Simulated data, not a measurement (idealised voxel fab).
The process module that follows is named voxel capacitor over wiring.
Xsec cut, 230 nm wide, square cell size 5 nm.
For the purposes of this document, a cross-section shall be understood as a grid of square cells, specified as bands listed in top-to-bottom order, each band consisting of one or more rows of cells. Within each band entry, the heights of the top and of the bottom of the band appear first, in that order and in nm; the materials of the band then follow from left to right, each with its corresponding width in nm. The designation "everywhere" on a single material indicates that it fills the band from edge to edge; the designation "blank" indicates empty space. A quick word on heights: they are counted from 0, and under that level the wafer as it came to us is one material throughout. The lowest band is different from the rest in having no bottom; it simply continues downward, written as in "0 nm and below". The notation "30..40" denotes a width that varies across the rows of cells in the band, beginning at the first number in the top row, finishing at the second number in the bottom row, and changing by an identical amount from each row to the next. For the purposes of this document, the phrase "remained unchanged" attached to a step denotes that no cell within the cross-section was modified by that step. Entry "Non-vented voids". Content: empty spaces with no open connection to the top, size 8 cells or greater. Each: width x height at distance. Distance: from left edge. Unit: nm. Where a step's line continues beyond its settings, the continuation is a remark by the simulator itself on that step. Among the settings permitted on a step's line is "overlay nm"; applied to a step with a mask, it specifies the extent to which the mask lay to the right of its planned position, whereas a negative figure signifies a position to the left.
# Intended process steps
1,RECEIVE | material Si
2,CONFORMAL_DEP | material SiO2 | thk nm 15
3,DIRECTIONAL_DEP | material TiN | thk nm 5
4,DIRECTIONAL_DEP | material Ru | thk nm 15
5,MASKED_ETCH | tone cover | mask id METAL_1 | width nm 25 | pitch nm 80 | etch materials Ru | depth nm 15 | overlay nm 0
6,MASKED_ETCH | tone cover | mask id METAL_1 | width nm 25 | pitch nm 80 | etch materials TiN | depth nm 5 | overlay nm 0
7,FILL_DEP | material SiO2 | thk nm 5
8,CMP | height nm 35
9,CONFORMAL_DEP | material SiCN | thk nm 5
10,DIRECTIONAL_DEP | material SiO2 | thk nm 20
11,PATTERN | tone open | mask id PLUG_1 | material resist | width nm 15 | thk nm 20 | overlay nm 0
12,DIRECTIONAL_ETCH | etch materials SiO2 | depth nm 20
13,DIRECTIONAL_ETCH | etch materials SiCN | depth nm 5
14,STRIP | etch materials resist
15,CONFORMAL_DEP | material TiN | thk nm 5
16,FILL_DEP | material Cu | thk nm 5
17,CMP | height nm 60
18,DIRECTIONAL_DEP | material TiN | thk nm 5
19,DIRECTIONAL_DEP | material SiN | thk nm 5
20,DIRECTIONAL_DEP | material TiN | thk nm 10
21,PATTERN | tone cover | mask id UPPER_PLATE | material resist | width nm 60 | thk nm 20 | overlay nm 0
22,DIRECTIONAL_ETCH | etch materials TiN | depth nm 10
23,DIRECTIONAL_ETCH | etch materials SiN | depth nm 5
24,STRIP | etch materials resist
25,DIRECTIONAL_DEP | material aC | thk nm 15
26,PATTERN | tone cover | mask id LOWER_PLATE | material resist | width nm 70 | thk nm 30 | overlay nm 0
27,DIRECTIONAL_ETCH | etch materials aC | depth nm 15
28,STRIP | etch materials resist
29,DIRECTIONAL_ETCH | etch materials TiN | depth nm 5
30,STRIP | etch materials aC
31,FILL_DEP | material SiO2 | thk nm 15
32,CMP | height nm 90
33,DIRECTIONAL_DEP | material aC | thk nm 10
34,PATTERN | tone open | mask id PLUG_2 | material resist | width nm 15 | thk nm 30 | overlay nm 0
35,DIRECTIONAL_ETCH | etch materials aC | depth nm 10
36,STRIP | etch materials resist
37,DIRECTIONAL_ETCH | etch materials SiO2 | depth nm 10
38,STRIP | etch materials aC
39,CONFORMAL_DEP | material TiN | thk nm 5
40,FILL_DEP | material Ru | thk nm 5
41,CMP | height nm 90
42,CONFORMAL_DEP | material SiCN | thk nm 5
# Step 1 complete: cross-section of the wafer as received
  0 nm and below = Si everywhere
  Non-vented voids: none
# Here's the cross-section of the first of our two wafers at the end of the module - it ran as planned
  95 nm to 90 nm = SiCN everywhere
  90 nm to 85 nm = SiO2=80, then TiN=5, then Ru=5, then TiN=5, then SiO2=135
  85 nm to 80 nm = SiO2=80, then TiN=15, then SiO2=135
  80 nm to 70 nm = SiO2=70, then TiN=60, then SiO2=100
  70 nm to 65 nm = SiO2=70, then SiN=60, then SiO2=100
  65 nm to 60 nm = SiO2=65, then TiN=70, then SiO2=95
  60 nm to 40 nm = SiO2=70, then TiN=5, then Cu=5, then TiN=5, then SiO2=145
  40 nm to 35 nm = SiCN=70, then TiN=15, then SiCN=145
  35 nm to 20 nm = SiO2=60, then Ru=25, then SiO2=55, then Ru=25, then SiO2=65
  20 nm to 15 nm = SiO2=60, then TiN=25, then SiO2=55, then TiN=25, then SiO2=65
  15 nm to 0 nm = SiO2 everywhere
  0 nm and below = Si everywhere
  Non-vented voids: none
# End-of-module cross-section of the second wafer: identical starting point and process plan to the first, with one processing mistake
  95 nm to 90 nm = SiCN everywhere
  90 nm to 85 nm = SiO2=80, then TiN=5, then Ru=5, then TiN=5, then SiO2=135
  85 nm to 80 nm = SiO2=80, then TiN=15, then SiO2=135
  80 nm to 70 nm = SiO2=70, then TiN=60, then SiO2=100
  70 nm to 65 nm = SiO2=70, then SiN=60, then SiO2=100
  65 nm to 60 nm = SiO2=65, then TiN=70, then SiO2=95
  60 nm to 40 nm = SiO2=70, then TiN=5, then Cu=5, then TiN=5, then SiO2=145
  40 nm to 35 nm = SiCN=70, then TiN=15, then SiCN=145
  35 nm to 30 nm = SiO2=60, then TiN=25, then SiO2=55, then TiN=25, then SiO2=65
  30 nm to 15 nm = Ru everywhere
  15 nm to 0 nm = SiO2 everywhere
  0 nm and below = Si everywhere
  Non-vented voids: none
Short version of what went wrong: step 4 occupied the plan position of step 3, and the converse holds as well
Cell-count delta at end, second wafer over first, by material: Ru +108, SiO2 -108
